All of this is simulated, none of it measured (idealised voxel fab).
Herein follows the process module entitled voxel ribs on slabs.
Square cells of 5 nm make up the cross-section cut, whose width is 200 nm.
Cross-section spec: square-cell grid; bands listed top down; each band is one or more rows.
For a band, the entry starts with two heights in nm, that of the top and then that of the bottom, and carries on with the band's materials in order from left to right, each alongside its width in nm; the word "edge to edge" beside a single material means it fills the band edge to edge, and "air" means empty space.
Where do heights start? At 0: under that level the wafer as delivered is made of one material only. And the lowest band has no floor; it just carries on downward, as in "z 0 and below".
Per-row width for "30..40": begins at first number (top row of band), ends at second number (bottom row), increment between rows held constant.
"no change occurred" for a step: no cell of the cross-section changed in that step.
If an empty space has no open way to the top and is at least 8 cells in size, "Sealed internal cavities" lists it, written width x height at distance, where distance is measured from the left edge and every value is in nm.
The remark found on a step's line after its settings is issued by the simulator itself and pertains to that step.
Among the settings permitted on a step's line is "overlay nm"; applied to a step with a mask, it specifies the extent to which the mask lay to the right of its planned position, whereas a negative figure signifies a position to the left.

The planned process steps are enumerated hereunder
1 RECEIVE: material Si
2 DIRECTIONAL_DEP: material SiO2, thk nm 30
3 DIRECTIONAL_DEP: material polySi, thk nm 15
4 PATTERN: tone cover, mask id RIB, material resist, width nm 30, thk nm 20, overlay nm -15
5 DIRECTIONAL_ETCH: etch materials polySi, depth nm 10
6 STRIP: etch materials resist
7 MASKED_ETCH: tone cover, mask id SLAB, width nm 80, etch materials polySi, depth nm 5, overlay nm 0
8 FILL_DEP: material SiO2, thk nm 30
9 CMP: height nm 65
10 DIRECTIONAL_DEP: material TiN, thk nm 10
11 DIRECTIONAL_DEP: material aC, thk nm 15
12 PATTERN: tone cover, mask id HEATER, material resist, width nm 40, thk nm 30, overlay nm 0
13 DIRECTIONAL_ETCH: etch materials aC, depth nm 15
14 STRIP: etch materials resist
15 DIRECTIONAL_ETCH: etch materials TiN, depth nm 10
16 STRIP: etch materials aC
17 CONFORMAL_DEP: material SiO2, thk nm 10
For this document, wafers share an identical start and vary in the step 4 overlay nm; the plan quotes the first wafer's value.

first wafer as received, after step 1
    z 0 and below | Si edge to edge
    Sealed internal cavities: none

Per wafer, end of module: cells gained (+) or lost (-) per material since receipt, then closed voids
overlay nm -15 | +580 SiO2 | +16 TiN | +28 polySi | Sealed internal cavities: none
overlay nm -10 | +580 SiO2 | +16 TiN | +28 polySi | Sealed internal cavities: none
overlay nm -5 | +580 SiO2 | +16 TiN | +28 polySi | Sealed internal cavities: none
overlay nm 0 | +580 SiO2 | +16 TiN | +28 polySi | Sealed internal cavities: none
overlay nm 5 | +580 SiO2 | +16 TiN | +28 polySi | Sealed internal cavities: none
overlay nm 10 | +580 SiO2 | +16 TiN | +28 polySi | Sealed internal cavities: none
overlay nm 15 | +580 SiO2 | +16 TiN | +28 polySi | Sealed internal cavities: none
